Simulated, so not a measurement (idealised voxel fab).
Process module in this document: voxel wiring stack
Each square cell in cross-section cut measures 5 nm, and the section as a whole is 165 nm wide.
Heads up, the way a cross-section reads in here is a grid of square cells, handed over as bands from the top down, with every band being one or more rows of cells.
Quick guide to a band line: top height, bottom height (nm) up front; then every material left to right with its width in nm. Only one material and it's marked "full width"? Then it fills the band edge to edge. And "empty" just means empty space.
We count height from 0. Below that, the starting wafer is all one material. The lowest band never ends at the bottom but goes on down; see "from 0 down" for how that is written.
Width "30..40": first value at the band's top row of cells, second value at its bottom row, equal change from row to row.
"left unchanged" (step): cross-section cells unchanged, all of them.
Empty spaces without an open route to the top, at least 8 cells in extent, make up the entry "Trapped cavities"; each is given as width x height at distance, where the distance is measured from the left edge, and all are in nm.
What comes after the settings on a step's line is commentary from the simulator itself on that step.
The "overlay nm" setting may appear on a step's line; for a step that uses a mask, it gives how far to the right of its planned position the mask lay, and a negative value indicates the left.

[Process steps (planned)]
1,RECEIVE,material Si
2,CONFORMAL_DEP,material SiO2,thk nm 15
3,DIRECTIONAL_DEP,material TiN,thk nm 5
4,DIRECTIONAL_DEP,material W,thk nm 20
5,DIRECTIONAL_DEP,material aC,thk nm 10
6,PATTERN,tone cover,mask id METAL_1,material resist,width nm 30,pitch nm 45,thk nm 30,overlay nm 0
7,DIRECTIONAL_ETCH,etch materials aC,depth nm 10
8,STRIP,etch materials resist
9,DIRECTIONAL_ETCH,etch materials W,depth nm 20
10,DIRECTIONAL_ETCH,etch materials TiN,depth nm 5
11,STRIP,etch materials aC
12,CONFORMAL_DEP,material SiN,thk nm 5
13,FILL_DEP,material lowk,thk nm 5
14,CMP,height nm 40
15,CONFORMAL_DEP,material SiCN,thk nm 5
16,DIRECTIONAL_DEP,material SiO2,thk nm 20
17,DIRECTIONAL_DEP,material aC,thk nm 10
18,PATTERN,tone open,mask id PLUG_1,material resist,width nm 15,pitch nm 90,thk nm 25,overlay nm 0
19,DIRECTIONAL_ETCH,etch materials aC,depth nm 10
20,STRIP,etch materials resist
21,DIRECTIONAL_ETCH,etch materials SiO2,depth nm 20
22,DIRECTIONAL_ETCH,etch materials SiCN,depth nm 5
23,STRIP,etch materials aC
24,EPI,material Ru,thk nm 10
25,EPI,material Ru,thk nm 10
26,EPI,material Ru,thk nm 5
27,DIRECTIONAL_DEP,material TiN,thk nm 5
28,DIRECTIONAL_DEP,material W,thk nm 25
29,DIRECTIONAL_DEP,material aC,thk nm 10
30,PATTERN,tone cover,mask id METAL_2,material resist,width nm 30,pitch nm 45,thk nm 30,overlay nm 0
31,DIRECTIONAL_ETCH,etch materials aC,depth nm 10
32,STRIP,etch materials resist
33,DIRECTIONAL_ETCH,etch materials W,depth nm 25
34,DIRECTIONAL_ETCH,etch materials TiN,depth nm 5
35,STRIP,etch materials aC
36,CONFORMAL_DEP,material SiN,thk nm 5
37,FILL_DEP,material lowk,thk nm 5
38,CMP,height nm 95
39,CONFORMAL_DEP,material SiCN,thk nm 5
40,DIRECTIONAL_DEP,material lowk,thk nm 10
41,MASKED_ETCH,tone open,mask id PLUG_2,width nm 15,pitch nm 90,etch materials lowk,depth nm 10,overlay nm 0
42,MASKED_ETCH,tone open,mask id PLUG_2,width nm 15,pitch nm 90,etch materials SiCN,depth nm 5,overlay nm 0
43,EPI,material Ru,thk nm 10
44,EPI,material Ru,thk nm 5
45,DIRECTIONAL_DEP,material TiN,thk nm 5
46,DIRECTIONAL_DEP,material W,thk nm 15
47,MASKED_ETCH,tone cover,mask id METAL_3,width nm 30,pitch nm 45,etch materials W,depth nm 15,overlay nm 0
48,MASKED_ETCH,tone cover,mask id METAL_3,width nm 30,pitch nm 45,etch materials TiN,depth nm 5,overlay nm 0
49,FILL_DEP,material SiO2,thk nm 10
50,CMP,height nm 130
51,CONFORMAL_DEP,material SiCN,thk nm 5
52,DIRECTIONAL_DEP,material lowk,thk nm 10
53,PATTERN,tone open,mask id PLUG_3,material resist,width nm 15,pitch nm 45,thk nm 20,overlay nm 0
54,DIRECTIONAL_ETCH,etch materials lowk,depth nm 10
55,DIRECTIONAL_ETCH,etch materials SiCN,depth nm 5
56,STRIP,etch materials resist
57,CONFORMAL_DEP,material TiN,thk nm 5
58,FILL_DEP,material Cu,thk nm 5
59,CMP,height nm 145
60,DIRECTIONAL_DEP,material TiN,thk nm 5
61,DIRECTIONAL_DEP,material W,thk nm 20
62,MASKED_ETCH,tone cover,mask id METAL_4,width nm 30,pitch nm 45,etch materials W,depth nm 20,overlay nm 0
63,MASKED_ETCH,tone cover,mask id METAL_4,width nm 30,pitch nm 45,etch materials TiN,depth nm 5,overlay nm 0
64,CONFORMAL_DEP,material SiCN,thk nm 5
65,FILL_DEP,material SiO2,thk nm 10
66,CMP,height nm 170
67,CONFORMAL_DEP,material SiCN,thk nm 5

[So this is the incoming wafer in cross-section - it's already been through step 1]
    from 0 down | Si full width
    Trapped cavities: none

[Same starting wafer, same plan as above, one mistake in the execution; this is the cross-section at the end of the module]
    from 175 to 170 | SiCN full width
    from 170 to 150 | SiO2 15 nm, SiCN 5 nm, W 30 nm, SiCN 5 nm, SiO2 5 nm, SiCN 5 nm, W 30 nm, SiCN 5 nm, SiO2 5 nm, SiCN 5 nm, W 30 nm, SiCN 5 nm, SiO2 20 nm
    from 150 to 145 | SiCN 20 nm, TiN 30 nm, SiCN 15 nm, TiN 30 nm, SiCN 15 nm, TiN 30 nm, SiCN 25 nm
    from 145 to 135 | lowk 20 nm, TiN 5 nm, Cu 5 nm, TiN 5 nm, lowk 30 nm, TiN 5 nm, Cu 5 nm, TiN 5 nm, lowk 30 nm, TiN 5 nm, Cu 5 nm, TiN 5 nm, lowk 40 nm
    from 135 to 130 | SiCN 20 nm, TiN 15 nm, SiCN 30 nm, TiN 15 nm, SiCN 30 nm, TiN 15 nm, SiCN 40 nm
    from 130 to 115 | SiO2 20 nm, W 30 nm, SiO2 15 nm, W 30 nm, SiO2 15 nm, W 30 nm, SiO2 25 nm
    from 115 to 110 | SiO2 20 nm, TiN 30 nm, SiO2 15 nm, TiN 30 nm, SiO2 15 nm, TiN 30 nm, SiO2 25 nm
    from 110 to 100 | lowk 20 nm, Ru 15 nm, lowk 75 nm, Ru 15 nm, lowk 40 nm
    from 100 to 95 | SiCN 20 nm, Ru 15 nm, SiCN 75 nm, Ru 15 nm, SiCN 40 nm
    from 95 to 70 | lowk 20 nm, SiN 5 nm, W 20 nm, SiN 5 nm, lowk 15 nm, SiN 5 nm, W 20 nm, SiN 5 nm, lowk 15 nm, SiN 5 nm, W 20 nm, SiN 5 nm, lowk 25 nm
    from 70 to 65 | SiN 25 nm, TiN 20 nm, SiN 25 nm, TiN 20 nm, SiN 25 nm, TiN 20 nm, SiN 30 nm
    from 65 to 45 | SiO2 20 nm, Ru 15 nm, SiO2 75 nm, Ru 15 nm, SiO2 40 nm
    from 45 to 40 | SiCN 20 nm, Ru 15 nm, SiCN 75 nm, Ru 15 nm, SiCN 40 nm
    from 40 to 20 | lowk 15 nm, SiN 5 nm, W 30 nm, SiN 5 nm, lowk 5 nm, SiN 5 nm, W 30 nm, SiN 5 nm, lowk 5 nm, SiN 5 nm, W 30 nm, SiN 5 nm, lowk 20 nm
    from 20 to 15 | SiN 20 nm, TiN 30 nm, SiN 15 nm, TiN 30 nm, SiN 15 nm, TiN 30 nm, SiN 25 nm
    from 15 to 0 | SiO2 full width
    from 0 down | Si full width
    Trapped cavities: none
Against the plan, the run slipped here: step 30 ran with different settings than intended, the actual operation and settings being PATTERN,tone cover,mask id METAL_2,material resist,width nm 20,pitch nm 45,thk nm 30,overlay nm 0
